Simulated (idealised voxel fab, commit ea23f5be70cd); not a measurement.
Presented below is a process module, voxel tone inversion.
This is section cut - it's 175 nm across, gridded in 5 nm square cells.
Bands, listed from the top down, are how a cross-section gets written in this document; the cross-section itself is a grid of square cells, and a band is one or more rows of them.
What a band's entry tells you: where the top is and where the bottom is, as heights in nm, and after that what lies inside, material by material from left to right, each with its width in nm. Empty space is written as the word "empty", and a single material marked with the word "throughout" occupies the band from edge to edge.
Height 0 is the level under which the wafer as received is all one material. The lowest band goes on downwards, as in "top 0, no bottom".
The width entry "30..40" should be interpreted row by row: the top row of cells in the band takes the first number, the bottom row takes the second number, and the change between adjacent rows is uniform throughout.
Given "no modification" for a step, no cell of the cross-section differs between before and after that step.
Entry "Trapped void list". Content: empty spaces with no open connection to the top, size 8 cells or greater. Each: width x height at distance. Distance: from left edge. Unit: nm.
It should be noted that, on the line of a given step, the content following the step's settings is a remark produced by the simulator itself with respect to that step.
The optional step-line setting "overlay nm" applies to steps with a mask and quantifies how far to the right of its planned location the mask lay, a negative value indicating leftward placement.

[Here's what the planned process steps look like]
1: RECEIVE [material Si]
2: CONFORMAL_DEP [material SiN] [thk nm 5]
3: DIRECTIONAL_DEP [material aC] [thk nm 20]
4: PATTERN [tone cover] [mask id POSTS] [material resist] [width nm 25] [pitch nm 40] [thk nm 25] [overlay nm 0]
5: DIRECTIONAL_ETCH [etch materials aC] [depth nm 20]
6: STRIP [etch materials resist]
7: FILL_DEP [material SiO2] [thk nm 10]
8: CMP [height nm 25]
9: STRIP [etch materials aC]
10: CONFORMAL_DEP [material TiN] [thk nm 5]
11: FILL_DEP [material Cu] [thk nm 5]
12: CMP [height nm 25]
13: CONFORMAL_DEP [material SiN] [thk nm 5]

[The first of two wafers, run as planned]

[Cross-section of the wafer as it came to us, i.e., already through step 1]
	top 0, no bottom | Si throughout
	Trapped void list: none

[The wafer in cross-section once step 2 is complete]
	top 5, bottom 0 | SiN throughout
	Under 0: no change, same as before.

[The wafer in cross-section once step 3 is complete]
	top 25, bottom 5 | aC throughout
	Under 5: no change, same as before.

[The wafer in cross-section once step 4 is complete]
	top 50, bottom 25 | 15 of empty; 25 of resist; 15 of empty; 25 of resist; 15 of empty; 25 of resist; 15 of empty; 25 of resist; 15 of empty
	Under 25: no change, same as before.

[The wafer in cross-section once step 5 is complete]
	top 30, bottom 25 | 15 of empty; 25 of resist; 15 of empty; 25 of resist; 15 of empty; 25 of resist; 15 of empty; 25 of resist; 15 of empty
	top 25, bottom 5 | 15 of empty; 25 of aC; 15 of empty; 25 of aC; 15 of empty; 25 of aC; 15 of empty; 25 of aC; 15 of empty
	Under 5: no change, same as before.

[The wafer in cross-section once step 6 is complete]
	top 25, bottom 5 | 15 of empty; 25 of aC; 15 of empty; 25 of aC; 15 of empty; 25 of aC; 15 of empty; 25 of aC; 15 of empty
	Under 5: no change, same as before.

[The wafer in cross-section once step 7 is complete]
	top 35, bottom 25 | SiO2 throughout
	top 25, bottom 5 | 15 of SiO2; 25 of aC; 15 of SiO2; 25 of aC; 15 of SiO2; 25 of aC; 15 of SiO2; 25 of aC; 15 of SiO2
	Under 5: no change, same as before.

[The wafer in cross-section once step 8 is complete]
	top 25, bottom 5 | 15 of SiO2; 25 of aC; 15 of SiO2; 25 of aC; 15 of SiO2; 25 of aC; 15 of SiO2; 25 of aC; 15 of SiO2
	Under 5: no change, same as before.

[The wafer in cross-section once step 9 is complete]
	top 25, bottom 5 | 15 of SiO2; 25 of empty; 15 of SiO2; 25 of empty; 15 of SiO2; 25 of empty; 15 of SiO2; 25 of empty; 15 of SiO2
	Under 5: no change, same as before.

[The wafer in cross-section once step 10 is complete]
	top 30, bottom 25 | 20 of TiN; 15 of empty; 25 of TiN; 15 of empty; 25 of TiN; 15 of empty; 25 of TiN; 15 of empty; 20 of TiN
	top 25, bottom 10 | 15 of SiO2; 5 of TiN; 15 of empty; 5 of TiN; 15 of SiO2; 5 of TiN; 15 of empty; 5 of TiN; 15 of SiO2; 5 of TiN; 15 of empty; 5 of TiN; 15 of SiO2; 5 of TiN; 15 of empty; 5 of TiN; 15 of SiO2
	top 10, bottom 5 | 15 of SiO2; 25 of TiN; 15 of SiO2; 25 of TiN; 15 of SiO2; 25 of TiN; 15 of SiO2; 25 of TiN; 15 of SiO2
	Under 5: no change, same as before.

[The wafer in cross-section once step 11 is complete]
	top 35, bottom 30 | Cu throughout
	top 30, bottom 25 | 20 of TiN; 15 of Cu; 25 of TiN; 15 of Cu; 25 of TiN; 15 of Cu; 25 of TiN; 15 of Cu; 20 of TiN
	top 25, bottom 10 | 15 of SiO2; 5 of TiN; 15 of Cu; 5 of TiN; 15 of SiO2; 5 of TiN; 15 of Cu; 5 of TiN; 15 of SiO2; 5 of TiN; 15 of Cu; 5 of TiN; 15 of SiO2; 5 of TiN; 15 of Cu; 5 of TiN; 15 of SiO2
	Under 10: no change, same as before.

[The wafer in cross-section once step 12 is complete]
	top 25, bottom 10 | 15 of SiO2; 5 of TiN; 15 of Cu; 5 of TiN; 15 of SiO2; 5 of TiN; 15 of Cu; 5 of TiN; 15 of SiO2; 5 of TiN; 15 of Cu; 5 of TiN; 15 of SiO2; 5 of TiN; 15 of Cu; 5 of TiN; 15 of SiO2
	Under 10: no change, same as before.

[The wafer in cross-section once step 13 is complete]
	top 30, bottom 25 | SiN throughout
	Under 25: no change, same as before.

[Wafer two. Same start, same plan, one slip in execution. Same as wafer one through step 3, inclusive]

[Look at the second wafer in cross-section at the time step 4 ought to have finished]
	top 50, bottom 25 | 20 of empty; 15 of resist; 25 of empty; 15 of resist; 25 of empty; 15 of resist; 25 of empty; 15 of resist; 20 of empty
	Under 25: no change, same as before.

[Look at the second wafer in cross-section at the time step 5 ought to have finished]
	top 30, bottom 25 | 20 of empty; 15 of resist; 25 of empty; 15 of resist; 25 of empty; 15 of resist; 25 of empty; 15 of resist; 20 of empty
	top 25, bottom 5 | 20 of empty; 15 of aC; 25 of empty; 15 of aC; 25 of empty; 15 of aC; 25 of empty; 15 of aC; 20 of empty
	Under 5: no change, same as before.

[Look at the second wafer in cross-section at the time step 6 ought to have finished]
	top 25, bottom 5 | 20 of empty; 15 of aC; 25 of empty; 15 of aC; 25 of empty; 15 of aC; 25 of empty; 15 of aC; 20 of empty
	Under 5: no change, same as before.

[Look at the second wafer in cross-section at the time step 7 ought to have finished]
	top 35, bottom 25 | SiO2 throughout
	top 25, bottom 5 | 20 of SiO2; 15 of aC; 25 of SiO2; 15 of aC; 25 of SiO2; 15 of aC; 25 of SiO2; 15 of aC; 20 of SiO2
	Under 5: no change, same as before.

[Look at the second wafer in cross-section at the time step 8 ought to have finished]
	top 25, bottom 5 | 20 of SiO2; 15 of aC; 25 of SiO2; 15 of aC; 25 of SiO2; 15 of aC; 25 of SiO2; 15 of aC; 20 of SiO2
	Under 5: no change, same as before.

[Look at the second wafer in cross-section at the time step 9 ought to have finished]
	top 25, bottom 5 | 20 of SiO2; 15 of empty; 25 of SiO2; 15 of empty; 25 of SiO2; 15 of empty; 25 of SiO2; 15 of empty; 20 of SiO2
	Under 5: no change, same as before.

[Look at the second wafer in cross-section at the time step 10 ought to have finished]
	top 30, bottom 25 | 25 of TiN; 5 of empty; 35 of TiN; 5 of empty; 35 of TiN; 5 of empty; 35 of TiN; 5 of empty; 25 of TiN
	top 25, bottom 10 | 20 of SiO2; 5 of TiN; 5 of empty; 5 of TiN; 25 of SiO2; 5 of TiN; 5 of empty; 5 of TiN; 25 of SiO2; 5 of TiN; 5 of empty; 5 of TiN; 25 of SiO2; 5 of TiN; 5 of empty; 5 of TiN; 20 of SiO2
	top 10, bottom 5 | 20 of SiO2; 15 of TiN; 25 of SiO2; 15 of TiN; 25 of SiO2; 15 of TiN; 25 of SiO2; 15 of TiN; 20 of SiO2
	Under 5: no change, same as before.

[Look at the second wafer in cross-section at the time step 11 ought to have finished]
	top 35, bottom 30 | Cu throughout
	top 30, bottom 25 | 25 of TiN; 5 of Cu; 35 of TiN; 5 of Cu; 35 of TiN; 5 of Cu; 35 of TiN; 5 of Cu; 25 of TiN
	top 25, bottom 10 | 20 of SiO2; 5 of TiN; 5 of Cu; 5 of TiN; 25 of SiO2; 5 of TiN; 5 of Cu; 5 of TiN; 25 of SiO2; 5 of TiN; 5 of Cu; 5 of TiN; 25 of SiO2; 5 of TiN; 5 of Cu; 5 of TiN; 20 of SiO2
	Under 10: no change, same as before.

[Look at the second wafer in cross-section at the time step 12 ought to have finished]
	top 25, bottom 10 | 20 of SiO2; 5 of TiN; 5 of Cu; 5 of TiN; 25 of SiO2; 5 of TiN; 5 of Cu; 5 of TiN; 25 of SiO2; 5 of TiN; 5 of Cu; 5 of TiN; 25 of SiO2; 5 of TiN; 5 of Cu; 5 of TiN; 20 of SiO2
	Under 10: no change, same as before.

[Look at the second wafer in cross-section at the time step 13 ought to have finished]
	top 30, bottom 25 | SiN throughout
	Under 25: no change, same as before.
Against the plan, the run slipped here: contrary to plan, step 4 was performed as PATTERN [tone cover] [mask id POSTS] [material resist] [width nm 15] [pitch nm 40] [thk nm 25] [overlay nm 0]
The second wafer ends with more or fewer cells of some materials than the first, per final count: -24 Cu | +32 SiO2 | -8 TiN
